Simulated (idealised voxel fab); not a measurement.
process module | voxel tone inversion
cross-section cut | 260 nm wide | cells 5 nm
A cross-section is a grid of square cells, given in bands from the top down. A band is one or more rows of cells.
Each band's line starts with the height of the band's top and of its bottom, in nm. Then come its materials from left to right, each with its width in nm. One material with "throughout" fills the band from edge to edge. "air" is empty space.
Height 0 is the level under which the wafer as received is all one material. The lowest band goes on downwards, as in "0 down".
A width such as "30 to 40" changes by the same amount from each row of cells to the next, from the band's top row to its bottom row.
"no change" after a step means that no cell of the cross-section changed.
closed voids: empty space of 8 cells or more with no open way to the top, each as width x height at its distance from the left edge, in nm
after a step's settings: what the simulator itself notes on the step
overlay nm, on a step with a mask: how far to the right of its planned place the mask lay; to the left if negative
plan
1 op RECEIVE | material Si
2 op CONFORMAL_DEP | material SiCN | thk nm 10
3 op DIRECTIONAL_DEP | material aC | thk nm 20
4 op PATTERN | tone cover | mask id POSTS | material resist | width nm 20 | pitch nm 45 | thk nm 30 | overlay nm 0
5 op DIRECTIONAL_ETCH | etch materials aC | depth nm 20
6 op STRIP | etch materials resist
7 op FILL_DEP | material lowk | thk nm 10
8 op CMP | height nm 30
9 op STRIP | etch materials aC
10 op CONFORMAL_DEP | material TiN | thk nm 5
11 op FILL_DEP | material Cu | thk nm 5
12 op CMP | height nm 30
13 op CONFORMAL_DEP | material SiN | thk nm 5
as received, after step 1
  0 down: Si throughout
  closed voids: none
first wafer at the end, as planned
  35 to 30: SiN throughout
  30 to 15: lowk 75 | TiN 5 | Cu 10 | TiN 5 | lowk 25 | TiN 5 | Cu 10 | TiN 5 | lowk 25 | TiN 5 | Cu 10 | TiN 5 | lowk 75
  15 to 10: lowk 75 | TiN 20 | lowk 25 | TiN 20 | lowk 25 | TiN 20 | lowk 75
  10 to 0: SiCN throughout
  0 down: Si throughout
  closed voids: none
second wafer at the end: like start, like plan, one mistake
  35 to 30: SiN throughout
  30 to 20: SiCN throughout
  20 to 0: aC throughout
  0 down: Si throughout
  closed voids: none
what went wrong: steps 2 and 3 were swapped
at the end the second wafer has, in cells: 18 fewer of Cu | 30 fewer of TiN | 208 more of aC | 160 fewer of lowk
